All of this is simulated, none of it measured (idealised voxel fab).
The process module that follows is named voxel ribs on slabs.
In the cross-section labelled cut, the width is 240 nm and each square cell is 5 nm.
How to read a cross-section here: the picture is a grid of square cells, written as bands going from the top down, and any band can span one or more rows of cells.
Band: top and bottom heights (nm) first, top before bottom; then materials from left to right, widths in nm. "full width" marks a sole material filling the band edge to edge. "air" denotes empty space.
It should be noted that heights are counted from 0, beneath which the wafer as supplied is of one material throughout, and that the lowest band possesses no lower boundary but continues downward, as written in "0 -> down".
So if you see something like "30->40" for the width, read it as the top row of the band sitting at the first number and the bottom row at the second, with every row in between moving by the same amount as the last.
The designation "everything unchanged", where it is given for a processing step, indicates that no cell of the cross-section was altered in the course of that step.
"Enclosed cavity list" specifies each empty space that is not open to the top and that occupies no fewer than 8 cells, using the form width x height at distance, the distance measured from the left edge and all three quantities in nm.
On a step's line, text after the settings is the simulator commenting on that step.
If you see "overlay nm" on a step's line and that step has a mask, it's telling you how far right of where it was planned the mask ended up; a negative number means it went left instead.

These are the steps we planned for the process:
- 1: op RECEIVE | material Si
- 2: op DIRECTIONAL_DEP | material SiO2 | thk nm 30
- 3: op DIRECTIONAL_DEP | material SiN | thk nm 25
- 4: op DIRECTIONAL_DEP | material aC | thk nm 10
- 5: op PATTERN | tone cover | mask id RIB | material resist | width nm 15 | thk nm 25 | overlay nm 0
- 6: op DIRECTIONAL_ETCH | etch materials aC | depth nm 10
- 7: op STRIP | etch materials resist
- 8: op DIRECTIONAL_ETCH | etch materials SiN | depth nm 15
- 9: op STRIP | etch materials aC
- 10: op DIRECTIONAL_DEP | material aC | thk nm 15
- 11: op PATTERN | tone cover | mask id SLAB | material resist | width nm 35 | thk nm 35 | overlay nm 0
- 12: op DIRECTIONAL_ETCH | etch materials aC | depth nm 15
- 13: op STRIP | etch materials resist
- 14: op DIRECTIONAL_ETCH | etch materials SiN | depth nm 10
- 15: op STRIP | etch materials aC
- 16: op FILL_DEP | material SiO2 | thk nm 20
- 17: op CMP | height nm 65
- 18: op DIRECTIONAL_DEP | material W | thk nm 10
- 19: op DIRECTIONAL_DEP | material aC | thk nm 15
- 20: op PATTERN | tone cover | mask id HEATER | material resist | width nm 25 | thk nm 30 | overlay nm 0
- 21: op DIRECTIONAL_ETCH | etch materials aC | depth nm 15
- 22: op STRIP | etch materials resist
- 23: op DIRECTIONAL_ETCH | etch materials W | depth nm 10
- 24: op STRIP | etch materials aC
- 25: op CONFORMAL_DEP | material SiN | thk nm 5
Quick note for whoever runs this: the wafers start identical, but the width nm at step 11 isn't the same across them. The plan just shows what the first wafer had.

Received condition of the first of several wafers, sectioned: post-step 1:
	0 -> down: Si full width
	Enclosed cavity list: none

For your reference, the table is organized with a row per wafer; each row reflects the wafer at the end of the module, indicating for each material the cells gained (+) or lost (-) since receipt, and thereafter its closed voids:
width nm 35 | +75 SiN | +601 SiO2 | +10 W | Enclosed cavity list: none
width nm 40 | +77 SiN | +599 SiO2 | +10 W | Enclosed cavity list: none
width nm 45 | +79 SiN | +597 SiO2 | +10 W | Enclosed cavity list: none
width nm 50 | +81 SiN | +595 SiO2 | +10 W | Enclosed cavity list: none
width nm 55 | +83 SiN | +593 SiO2 | +10 W | Enclosed cavity list: none
width nm 60 | +85 SiN | +591 SiO2 | +10 W | Enclosed cavity list: none
